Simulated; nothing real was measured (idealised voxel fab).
A process module follows: voxel self aligned vias.
Each square cell in cross-section cut measures 5 nm, and the section as a whole is 240 nm wide.
Cross-section format: a grid of square cells, given as bands from top to bottom; each band is one or more rows of cells.
What a band's entry tells you: where the top is and where the bottom is, as heights in nm, and after that what lies inside, material by material from left to right, each with its width in nm. Empty space is written as the word "air", and a single material marked with the word "throughout" occupies the band from edge to edge.
Height is counted from the level 0, under which the received wafer is composed throughout of one material. The lowest of the bands is not closed at the bottom but continues downward, in the notation "0 down".
Width: "30->40" (first number = top row, second number = bottom row, same change from row to row of cells).
Key: "all unchanged" - step with no changed cell in the cross-section.
"Voids, fully enclosed" - sealed voids, min. 8 cells, no opening to top; format: width x height at distance (distance from left edge; nm throughout).
Formally, on a step line, whatever follows the settings is a remark that the simulator itself makes on the step.
The optional step-line setting "overlay nm" applies to steps with a mask and quantifies how far to the right of its planned location the mask lay, a negative value indicating leftward placement.
-- Planned step list for the process
1: RECEIVE [material Si]
2: CONFORMAL_DEP [material SiO2] [thk nm 10]
3: CONFORMAL_DEP [material SiCN] [thk nm 5]
4: DIRECTIONAL_DEP [material SiO2] [thk nm 20]
5: PATTERN [tone open] [mask id LINES] [material resist] [width nm 25] [pitch nm 60] [thk nm 20] [overlay nm 0]
6: DIRECTIONAL_ETCH [etch materials SiO2] [depth nm 20]
7: STRIP [etch materials resist]
8: CONFORMAL_DEP [material TiN] [thk nm 5]
9: FILL_DEP [material W] [thk nm 10]
10: CMP [height nm 35]
11: SELECTIVE_ETCH [etch materials W Ru TiN] [depth nm 10]
12: FILL_DEP [material SiN] [thk nm 10]
13: CMP [height nm 35]
14: DIRECTIONAL_DEP [material SiO2] [thk nm 20]
15: DIRECTIONAL_DEP [material aC] [thk nm 15]
16: PATTERN [tone open] [mask id VIAS] [material resist] [width nm 35] [thk nm 35] [overlay nm -15]
17: DIRECTIONAL_ETCH [etch materials aC] [depth nm 15]
18: STRIP [etch materials resist]
19: DIRECTIONAL_ETCH [etch materials SiO2] [depth nm 20]
20: DIRECTIONAL_ETCH [etch materials SiN] [depth nm 10]
21: STRIP [etch materials aC]
22: CONFORMAL_DEP [material TiN] [thk nm 5]
23: FILL_DEP [material Ru] [thk nm 10]
24: CMP [height nm 55]
25: CONFORMAL_DEP [material SiN] [thk nm 5]
What sets these wafers apart? The overlay nm at step 16. They all start alike, and the plan carries the first wafer's value.
-- So this is the first of several wafers, cross-sectioned as it came to us, meaning it's at the end of step 1
  0 down: Si throughout
  Voids, fully enclosed: none
-- Every row in this table is a wafer at the end of the module, and it gives, for each of the materials, the cells that wafer has gained (+) or lost (-) since it was received, then its closed voids
overlay nm -15, +17 Ru, +48 SiCN, +62 SiN, +412 SiO2, +31 TiN, +6 W, Voids, fully enclosed: none
overlay nm -10, +19 Ru, +48 SiCN, +60 SiN, +412 SiO2, +31 TiN, +6 W, Voids, fully enclosed: none
overlay nm -5, +21 Ru, +48 SiCN, +58 SiN, +412 SiO2, +31 TiN, +6 W, Voids, fully enclosed: none
overlay nm 0, +21 Ru, +48 SiCN, +58 SiN, +412 SiO2, +31 TiN, +6 W, Voids, fully enclosed: none
overlay nm 5, +21 Ru, +48 SiCN, +58 SiN, +412 SiO2, +31 TiN, +6 W, Voids, fully enclosed: none
overlay nm 10, +19 Ru, +48 SiCN, +60 SiN, +412 SiO2, +31 TiN, +6 W, Voids, fully enclosed: none
overlay nm 15, +17 Ru, +48 SiCN, +62 SiN, +412 SiO2, +31 TiN, +6 W, Voids, fully enclosed: none
